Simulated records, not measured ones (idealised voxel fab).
You're looking at the process module voxel capacitor over wiring.
The figure presents cross-section cut, which has a width of 280 nm and is divided into square cells with an edge length of 5 nm.
Reading order for cross-sections: top band down to bottom band. Underlying form: a grid of square cells. Band size: one or more rows of cells. This entry defines a band. It first specifies the height of the band's top and the height of its bottom in nm, and then specifies the band's materials from left to right, stating each material with its width in nm. The word "all across" identifies a single material that fills the band from edge to edge, while the word "empty" identifies empty space. Ref level 0: as-received wafer is one material below here. Bottom band extends down with no lower bound ("top 0, no bottom"). Width "30..40": first value at the band's top row of cells, second value at its bottom row, equal change from row to row. Any step labelled "no modifications" changed none of the cells in the cross-section. "Enclosed internal voids" contains a list of empty spaces, each no smaller than 8 cells and without an open way to the top, written in the form width x height at distance with the distance from the left edge and all three in nm. Step line, after settings: the simulator's comment on this step. Steps that use a mask can have "overlay nm" on their line. It says how far the mask sat to the right of where it was meant to be. Negative means to the left.
-- Steps in the process plan
1,RECEIVE: material Si
2,CONFORMAL_DEP: material SiO2, thk nm 10
3,DIRECTIONAL_DEP: material TiN, thk nm 5
4,DIRECTIONAL_DEP: material W, thk nm 20
5,MASKED_ETCH: tone cover, mask id METAL_1, width nm 25, pitch nm 85, etch materials W, depth nm 20, overlay nm 0
6,MASKED_ETCH: tone cover, mask id METAL_1, width nm 25, pitch nm 85, etch materials TiN, depth nm 5, overlay nm 0
7,CONFORMAL_DEP: material SiN, thk nm 5
8,FILL_DEP: material lowk, thk nm 5
9,CMP: height nm 35
10,CONFORMAL_DEP: material SiCN, thk nm 5
11,DIRECTIONAL_DEP: material SiO2, thk nm 15
12,PATTERN: tone open, mask id PLUG_1, material resist, width nm 15, thk nm 15, overlay nm 0
13,DIRECTIONAL_ETCH: etch materials SiO2, depth nm 15
14,DIRECTIONAL_ETCH: etch materials SiCN, depth nm 5
15,STRIP: etch materials resist
16,EPI: material Ru, thk nm 10
17,EPI: material Ru, thk nm 10
18,DIRECTIONAL_DEP: material TiN, thk nm 10
19,DIRECTIONAL_DEP: material HfO2, thk nm 5
20,DIRECTIONAL_DEP: material TiN, thk nm 5
21,DIRECTIONAL_DEP: material aC, thk nm 15
22,PATTERN: tone cover, mask id UPPER_PLATE, material resist, width nm 65, thk nm 30, overlay nm 0
23,DIRECTIONAL_ETCH: etch materials aC, depth nm 15
24,STRIP: etch materials resist
25,DIRECTIONAL_ETCH: etch materials TiN, depth nm 5
26,DIRECTIONAL_ETCH: etch materials HfO2, depth nm 5
27,STRIP: etch materials aC
28,DIRECTIONAL_DEP: material aC, thk nm 15
29,PATTERN: tone cover, mask id LOWER_PLATE, material resist, width nm 75, thk nm 35, overlay nm 0
30,DIRECTIONAL_ETCH: etch materials aC, depth nm 15
31,STRIP: etch materials resist
32,DIRECTIONAL_ETCH: etch materials TiN, depth nm 10
33,STRIP: etch materials aC
34,FILL_DEP: material SiO2, thk nm 15
35,CMP: height nm 85
36,DIRECTIONAL_DEP: material aC, thk nm 15
37,PATTERN: tone open, mask id PLUG_2, material resist, width nm 15, thk nm 35, overlay nm 0
38,DIRECTIONAL_ETCH: etch materials aC, depth nm 15
39,STRIP: etch materials resist
40,DIRECTIONAL_ETCH: etch materials SiO2, depth nm 10
41,STRIP: etch materials aC
42,CONFORMAL_DEP: material TiN, thk nm 5
43,FILL_DEP: material Cu, thk nm 5
44,CMP: height nm 85
45,CONFORMAL_DEP: material SiCN, thk nm 5
-- First of the two wafers, run per plan
-- Incoming wafer, cross-sectional view, post step 1
top 0, no bottom  Si all across
Enclosed internal voids: none
-- You're looking at a cross-section of the wafer after step 2
top 10, bottom 0  SiO2 all across
Below 0, the layers are the same as they were.
-- You're looking at a cross-section of the wafer after step 3
top 15, bottom 10  TiN all across
Below 10, the layers are the same as they were.
-- You're looking at a cross-section of the wafer after step 4
top 35, bottom 15  W all across
Below 15, the layers are the same as they were.
-- You're looking at a cross-section of the wafer after step 5
top 35, bottom 15  empty (85) / W (25) / empty (60) / W (25) / empty (85)
Below 15, the layers are the same as they were.
-- You're looking at a cross-section of the wafer after step 6
top 35, bottom 15  empty (85) / W (25) / empty (60) / W (25) / empty (85)
top 15, bottom 10  empty (85) / TiN (25) / empty (60) / TiN (25) / empty (85)
Below 10, the layers are the same as they were.
-- You're looking at a cross-section of the wafer after step 7
top 40, bottom 35  empty (80) / SiN (35) / empty (50) / SiN (35) / empty (80)
top 35, bottom 15  empty (80) / SiN (5) / W (25) / SiN (5) / empty (50) / SiN (5) / W (25) / SiN (5) / empty (80)
top 15, bottom 10  SiN (85) / TiN (25) / SiN (60) / TiN (25) / SiN (85)
Below 10, the layers are the same as they were.
-- You're looking at a cross-section of the wafer after step 8
top 45, bottom 40  lowk all across
top 40, bottom 35  lowk (80) / SiN (35) / lowk (50) / SiN (35) / lowk (80)
top 35, bottom 15  lowk (80) / SiN (5) / W (25) / SiN (5) / lowk (50) / SiN (5) / W (25) / SiN (5) / lowk (80)
Below 15, the layers are the same as they were.
-- You're looking at a cross-section of the wafer after step 9
top 35, bottom 15  lowk (80) / SiN (5) / W (25) / SiN (5) / lowk (50) / SiN (5) / W (25) / SiN (5) / lowk (80)
Below 15, the layers are the same as they were.
-- You're looking at a cross-section of the wafer after step 10
top 40, bottom 35  SiCN all across
Below 35, the layers are the same as they were.
-- You're looking at a cross-section of the wafer after step 11
top 55, bottom 40  SiO2 all across
Below 40, the layers are the same as they were.
-- You're looking at a cross-section of the wafer after step 12
top 70, bottom 55  resist (95) / empty (15) / resist (170)
Below 55, the layers are the same as they were.
-- You're looking at a cross-section of the wafer after step 13
top 70, bottom 55  resist (95) / empty (15) / resist (170)
top 55, bottom 40  SiO2 (95) / empty (15) / SiO2 (170)
Below 40, the layers are the same as they were.
-- You're looking at a cross-section of the wafer after step 14
top 70, bottom 55  resist (95) / empty (15) / resist (170)
top 55, bottom 40  SiO2 (95) / empty (15) / SiO2 (170)
top 40, bottom 35  SiCN (95) / empty (15) / SiCN (170)
Below 35, the layers are the same as they were.
-- You're looking at a cross-section of the wafer after step 15
top 55, bottom 40  SiO2 (95) / empty (15) / SiO2 (170)
Below 40, the layers are the same as they were.
-- You're looking at a cross-section of the wafer after step 16
top 55, bottom 45  SiO2 (95) / empty (15) / SiO2 (170)
top 45, bottom 40  SiO2 (95) / Ru (15) / SiO2 (170)
top 40, bottom 35  SiCN (95) / Ru (15) / SiCN (170)
Below 35, the layers are the same as they were.
-- You're looking at a cross-section of the wafer after step 17
top 55, bottom 40  SiO2 (95) / Ru (15) / SiO2 (170)
Below 40, the layers are the same as they were.
-- You're looking at a cross-section of the wafer after step 18
top 65, bottom 55  TiN all across
Below 55, the layers are the same as they were.
-- You're looking at a cross-section of the wafer after step 19
top 70, bottom 65  HfO2 all across
Below 65, the layers are the same as they were.
-- You're looking at a cross-section of the wafer after step 20
top 75, bottom 70  TiN all across
Below 70, the layers are the same as they were.
-- You're looking at a cross-section of the wafer after step 21
top 90, bottom 75  aC all across
Below 75, the layers are the same as they were.
-- You're looking at a cross-section of the wafer after step 22
top 120, bottom 90  empty (95) / resist (65) / empty (120)
Below 90, the layers are the same as they were.
-- You're looking at a cross-section of the wafer after step 23
top 105, bottom 90  empty (95) / resist (65) / empty (120)
top 90, bottom 75  empty (95) / aC (65) / empty (120)
Below 75, the layers are the same as they were.
-- You're looking at a cross-section of the wafer after step 24
top 90, bottom 75  empty (95) / aC (65) / empty (120)
Below 75, the layers are the same as they were.
-- You're looking at a cross-section of the wafer after step 25
top 90, bottom 75  empty (95) / aC (65) / empty (120)
top 75, bottom 70  empty (95) / TiN (65) / empty (120)
Below 70, the layers are the same as they were.
-- You're looking at a cross-section of the wafer after step 26
top 90, bottom 75  empty (95) / aC (65) / empty (120)
top 75, bottom 70  empty (95) / TiN (65) / empty (120)
top 70, bottom 65  empty (95) / HfO2 (65) / empty (120)
Below 65, the layers are the same as they were.
-- You're looking at a cross-section of the wafer after step 27
top 75, bottom 70  empty (95) / TiN (65) / empty (120)
Below 70, the layers are the same as they were.
-- You're looking at a cross-section of the wafer after step 28
top 90, bottom 80  empty (95) / aC (65) / empty (120)
top 80, bottom 75  aC all across
top 75, bottom 70  aC (95) / TiN (65) / aC (120)
top 70, bottom 65  aC (95) / HfO2 (65) / aC (120)
Below 65, the layers are the same as they were.
-- You're looking at a cross-section of the wafer after step 29
top 125, bottom 90  empty (90) / resist (75) / empty (115)
top 90, bottom 80  empty (90) / resist (5) / aC (65) / resist (5) / empty (115)
Below 80, the layers are the same as they were.
-- You're looking at a cross-section of the wafer after step 30
top 110, bottom 90  empty (90) / resist (75) / empty (115)
top 90, bottom 80  empty (90) / resist (5) / aC (65) / resist (5) / empty (115)
top 80, bottom 75  empty (90) / aC (75) / empty (115)
top 75, bottom 70  empty (90) / aC (5) / TiN (65) / aC (5) / empty (115)
top 70, bottom 65  empty (90) / aC (5) / HfO2 (65) / aC (5) / empty (115)
Below 65, the layers are the same as they were.
-- You're looking at a cross-section of the wafer after step 31
top 90, bottom 80  empty (95) / aC (65) / empty (120)
Below 80, the layers are the same as they were.
-- You're looking at a cross-section of the wafer after step 32
top 90, bottom 80  empty (95) / aC (65) / empty (120)
top 80, bottom 75  empty (90) / aC (75) / empty (115)
top 75, bottom 70  empty (90) / aC (5) / TiN (65) / aC (5) / empty (115)
top 70, bottom 65  empty (90) / aC (5) / HfO2 (65) / aC (5) / empty (115)
top 65, bottom 55  empty (90) / TiN (75) / empty (115)
Below 55, the layers are the same as they were.
-- You're looking at a cross-section of the wafer after step 33
top 75, bottom 70  empty (95) / TiN (65) / empty (120)
top 70, bottom 65  empty (95) / HfO2 (65) / empty (120)
Below 65, the layers are the same as they were.
-- You're looking at a cross-section of the wafer after step 34
top 90, bottom 75  SiO2 all across
top 75, bottom 70  SiO2 (95) / TiN (65) / SiO2 (120)
top 70, bottom 65  SiO2 (95) / HfO2 (65) / SiO2 (120)
top 65, bottom 55  SiO2 (90) / TiN (75) / SiO2 (115)
Below 55, the layers are the same as they were.
-- You're looking at a cross-section of the wafer after step 35
top 85, bottom 75  SiO2 all across
Below 75, the layers are the same as they were.
-- You're looking at a cross-section of the wafer after step 36
top 100, bottom 85  aC all across
Below 85, the layers are the same as they were.
-- You're looking at a cross-section of the wafer after step 37
top 135, bottom 100  resist (105) / empty (15) / resist (160)
Below 100, the layers are the same as they were.
-- You're looking at a cross-section of the wafer after step 38
top 120, bottom 100  resist (105) / empty (15) / resist (160)
top 100, bottom 85  aC (105) / empty (15) / aC (160)
Below 85, the layers are the same as they were.
-- You're looking at a cross-section of the wafer after step 39
top 100, bottom 85  aC (105) / empty (15) / aC (160)
Below 85, the layers are the same as they were.
-- You're looking at a cross-section of the wafer after step 40
top 100, bottom 85  aC (105) / empty (15) / aC (160)
top 85, bottom 75  SiO2 (105) / empty (15) / SiO2 (160)
Below 75, the layers are the same as they were.
-- You're looking at a cross-section of the wafer after step 41
top 85, bottom 75  SiO2 (105) / empty (15) / SiO2 (160)
Below 75, the layers are the same as they were.
-- You're looking at a cross-section of the wafer after step 42
top 90, bottom 85  TiN (110) / empty (5) / TiN (165)
top 85, bottom 80  SiO2 (105) / TiN (5) / empty (5) / TiN (5) / SiO2 (160)
top 80, bottom 70  SiO2 (105..95) / TiN (15..65) / SiO2 (160..120)
Below 70, the layers are the same as they were.
-- You're looking at a cross-section of the wafer after step 43
top 95, bottom 90  Cu all across
top 90, bottom 85  TiN (110) / Cu (5) / TiN (165)
top 85, bottom 80  SiO2 (105) / TiN (5) / Cu (5) / TiN (5) / SiO2 (160)
Below 80, the layers are the same as they were.
-- You're looking at a cross-section of the wafer after step 44
top 85, bottom 80  SiO2 (105) / TiN (5) / Cu (5) / TiN (5) / SiO2 (160)
Below 80, the layers are the same as they were.
-- You're looking at a cross-section of the wafer after step 45
top 90, bottom 85  SiCN all across
Below 85, the layers are the same as they were.
-- What follows concerns the second wafer, which started out like the first and was meant to follow the very same plan; one mistake crept in when it was run, but everything up to and including step 11 is the same as for the first wafer
-- Second wafer, section view, time point: scheduled end of step 12
top 70, bottom 55  resist (85) / empty (15) / resist (180)
Below 55, the layers are the same as they were.
-- Second wafer, section view, time point: scheduled end of step 13
top 70, bottom 55  resist (85) / empty (15) / resist (180)
top 55, bottom 40  SiO2 (85) / empty (15) / SiO2 (180)
Below 40, the layers are the same as they were.
-- Second wafer, section view, time point: scheduled end of step 14
top 70, bottom 55  resist (85) / empty (15) / resist (180)
top 55, bottom 40  SiO2 (85) / empty (15) / SiO2 (180)
top 40, bottom 35  SiCN (85) / empty (15) / SiCN (180)
Below 35, the layers are the same as they were.
-- Second wafer, section view, time point: scheduled end of step 15
top 55, bottom 40  SiO2 (85) / empty (15) / SiO2 (180)
Below 40, the layers are the same as they were.
-- Second wafer, section view, time point: scheduled end of step 16
top 55, bottom 45  SiO2 (85) / empty (15) / SiO2 (180)
top 45, bottom 40  SiO2 (85) / Ru (15) / SiO2 (180)
top 40, bottom 35  SiCN (85) / Ru (15) / SiCN (180)
Below 35, the layers are the same as they were.
-- Second wafer, section view, time point: scheduled end of step 17
top 55, bottom 40  SiO2 (85) / Ru (15) / SiO2 (180)
Below 40, the layers are the same as they were.
-- Second wafer, section view, time point: scheduled end of step 18
top 65, bottom 55  TiN all across
Below 55, the layers are the same as they were.
-- Second wafer, section view, time point: scheduled end of step 19
top 70, bottom 65  HfO2 all across
Below 65, the layers are the same as they were.
-- Second wafer, section view, time point: scheduled end of step 20
top 75, bottom 70  TiN all across
Below 70, the layers are the same as they were.
-- Second wafer, section view, time point: scheduled end of step 21
top 90, bottom 75  aC all across
Below 75, the layers are the same as they were.
-- Second wafer, section view, time point: scheduled end of step 22
top 120, bottom 90  empty (95) / resist (65) / empty (120)
Below 90, the layers are the same as they were.
-- Second wafer, section view, time point: scheduled end of step 23
top 105, bottom 90  empty (95) / resist (65) / empty (120)
top 90, bottom 75  empty (95) / aC (65) / empty (120)
Below 75, the layers are the same as they were.
-- Second wafer, section view, time point: scheduled end of step 24
top 90, bottom 75  empty (95) / aC (65) / empty (120)
Below 75, the layers are the same as they were.
-- Second wafer, section view, time point: scheduled end of step 25
top 90, bottom 75  empty (95) / aC (65) / empty (120)
top 75, bottom 70  empty (95) / TiN (65) / empty (120)
Below 70, the layers are the same as they were.
-- Second wafer, section view, time point: scheduled end of step 26
top 90, bottom 75  empty (95) / aC (65) / empty (120)
top 75, bottom 70  empty (95) / TiN (65) / empty (120)
top 70, bottom 65  empty (95) / HfO2 (65) / empty (120)
Below 65, the layers are the same as they were.
-- Second wafer, section view, time point: scheduled end of step 27
top 75, bottom 70  empty (95) / TiN (65) / empty (120)
Below 70, the layers are the same as they were.
-- Second wafer, section view, time point: scheduled end of step 28
top 90, bottom 80  empty (95) / aC (65) / empty (120)
top 80, bottom 75  aC all across
top 75, bottom 70  aC (95) / TiN (65) / aC (120)
top 70, bottom 65  aC (95) / HfO2 (65) / aC (120)
Below 65, the layers are the same as they were.
-- Second wafer, section view, time point: scheduled end of step 29
top 125, bottom 90  empty (90) / resist (75) / empty (115)
top 90, bottom 80  empty (90) / resist (5) / aC (65) / resist (5) / empty (115)
Below 80, the layers are the same as they were.
-- Second wafer, section view, time point: scheduled end of step 30
top 110, bottom 90  empty (90) / resist (75) / empty (115)
top 90, bottom 80  empty (90) / resist (5) / aC (65) / resist (5) / empty (115)
top 80, bottom 75  empty (90) / aC (75) / empty (115)
top 75, bottom 70  empty (90) / aC (5) / TiN (65) / aC (5) / empty (115)
top 70, bottom 65  empty (90) / aC (5) / HfO2 (65) / aC (5) / empty (115)
Below 65, the layers are the same as they were.
-- Second wafer, section view, time point: scheduled end of step 31
top 90, bottom 80  empty (95) / aC (65) / empty (120)
Below 80, the layers are the same as they were.
-- Second wafer, section view, time point: scheduled end of step 32
top 90, bottom 80  empty (95) / aC (65) / empty (120)
top 80, bottom 75  empty (90) / aC (75) / empty (115)
top 75, bottom 70  empty (90) / aC (5) / TiN (65) / aC (5) / empty (115)
top 70, bottom 65  empty (90) / aC (5) / HfO2 (65) / aC (5) / empty (115)
top 65, bottom 55  empty (90) / TiN (75) / empty (115)
Below 55, the layers are the same as they were.
-- Second wafer, section view, time point: scheduled end of step 33
top 75, bottom 70  empty (95) / TiN (65) / empty (120)
top 70, bottom 65  empty (95) / HfO2 (65) / empty (120)
Below 65, the layers are the same as they were.
-- Second wafer, section view, time point: scheduled end of step 34
top 90, bottom 75  SiO2 all across
top 75, bottom 70  SiO2 (95) / TiN (65) / SiO2 (120)
top 70, bottom 65  SiO2 (95) / HfO2 (65) / SiO2 (120)
top 65, bottom 55  SiO2 (90) / TiN (75) / SiO2 (115)
Below 55, the layers are the same as they were.
-- Second wafer, section view, time point: scheduled end of step 35
top 85, bottom 75  SiO2 all across
Below 75, the layers are the same as they were.
-- Second wafer, section view, time point: scheduled end of step 36
top 100, bottom 85  aC all across
Below 85, the layers are the same as they were.
-- Second wafer, section view, time point: scheduled end of step 37
top 135, bottom 100  resist (105) / empty (15) / resist (160)
Below 100, the layers are the same as they were.
-- Second wafer, section view, time point: scheduled end of step 38
top 120, bottom 100  resist (105) / empty (15) / resist (160)
top 100, bottom 85  aC (105) / empty (15) / aC (160)
Below 85, the layers are the same as they were.
-- Second wafer, section view, time point: scheduled end of step 39
top 100, bottom 85  aC (105) / empty (15) / aC (160)
Below 85, the layers are the same as they were.
-- Second wafer, section view, time point: scheduled end of step 40
top 100, bottom 85  aC (105) / empty (15) / aC (160)
top 85, bottom 75  SiO2 (105) / empty (15) / SiO2 (160)
Below 75, the layers are the same as they were.
-- Second wafer, section view, time point: scheduled end of step 41
top 85, bottom 75  SiO2 (105) / empty (15) / SiO2 (160)
Below 75, the layers are the same as they were.
-- Second wafer, section view, time point: scheduled end of step 42
top 90, bottom 85  TiN (110) / empty (5) / TiN (165)
top 85, bottom 80  SiO2 (105) / TiN (5) / empty (5) / TiN (5) / SiO2 (160)
top 80, bottom 70  SiO2 (105..95) / TiN (15..65) / SiO2 (160..120)
Below 70, the layers are the same as they were.
-- Second wafer, section view, time point: scheduled end of step 43
top 95, bottom 90  Cu all across
top 90, bottom 85  TiN (110) / Cu (5) / TiN (165)
top 85, bottom 80  SiO2 (105) / TiN (5) / Cu (5) / TiN (5) / SiO2 (160)
Below 80, the layers are the same as they were.
-- Second wafer, section view, time point: scheduled end of step 44
top 85, bottom 80  SiO2 (105) / TiN (5) / Cu (5) / TiN (5) / SiO2 (160)
Below 80, the layers are the same as they were.
-- Second wafer, section view, time point: scheduled end of step 45
top 90, bottom 85  SiCN all across
Below 85, the layers are the same as they were.
What broke from the plan during processing? so step 12 ended up running with a different setting than we planned, it ran as PATTERN: tone open, mask id PLUG_1, material resist, width nm 15, thk nm 15, overlay nm -10
At the close, every material occupies the same number of cells on the second wafer as on the first, only in different positions.
